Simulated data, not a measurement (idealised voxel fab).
process module | voxel tone inversion
cross-section cut | 295 nm wide | cells 5 nm
A cross-section is a grid of square cells, given in bands from the top down. A band is one or more rows of cells.
Each band's line starts with the height of the band's top and of its bottom, in nm. Then come its materials from left to right, each with its width in nm. One material with "throughout" fills the band from edge to edge. "air" is empty space.
Height 0 is the level under which the wafer as received is all one material. The lowest band goes on downwards, as in "0 down".
A width such as "30 to 40" changes by the same amount from each row of cells to the next, from the band's top row to its bottom row.
"no change" after a step means that no cell of the cross-section changed.
closed voids: empty space of 8 cells or more with no open way to the top, each as width x height at its distance from the left edge, in nm
after a step's settings: what the simulator itself notes on the step
overlay nm, on a step with a mask: how far to the right of its planned place the mask lay; to the left if negative
plan
1 op RECEIVE | material Si
2 op CONFORMAL_DEP | material SiN | thk nm 5
3 op DIRECTIONAL_DEP | material polySi | thk nm 20
4 op PATTERN | tone cover | mask id POSTS | material resist | width nm 25 | pitch nm 55 | thk nm 25 | overlay nm -15
5 op DIRECTIONAL_ETCH | etch materials polySi | depth nm 20
6 op STRIP | etch materials resist
7 op FILL_DEP | material lowk | thk nm 5
8 op CMP | height nm 25
9 op STRIP | etch materials polySi
10 op CONFORMAL_DEP | material TiN | thk nm 5
11 op FILL_DEP | material Cu | thk nm 10
12 op CMP | height nm 25
13 op CONFORMAL_DEP | material SiCN | thk nm 5
varied across the wafers: overlay nm of step 4. The plan shows the first wafer's value. All wafers start alike
first wafer as received, after step 1
  0 down: Si throughout
  closed voids: none
each wafer at the end: cells of each material gained (+) or lost (-) since it was received, then its closed voids
overlay nm -15 | +27 Cu | +59 SiCN | +59 SiN | +33 TiN | +176 lowk | closed voids: none
overlay nm -10 | +27 Cu | +59 SiCN | +59 SiN | +33 TiN | +176 lowk | closed voids: none
overlay nm -5 | +27 Cu | +59 SiCN | +59 SiN | +33 TiN | +176 lowk | closed voids: none
overlay nm 0 | +27 Cu | +59 SiCN | +59 SiN | +33 TiN | +176 lowk | closed voids: none
overlay nm 5 | +27 Cu | +59 SiCN | +59 SiN | +33 TiN | +176 lowk | closed voids: none
overlay nm 10 | +27 Cu | +59 SiCN | +59 SiN | +33 TiN | +176 lowk | closed voids: none
overlay nm 15 | +27 Cu | +59 SiCN | +59 SiN | +33 TiN | +176 lowk | closed voids: none
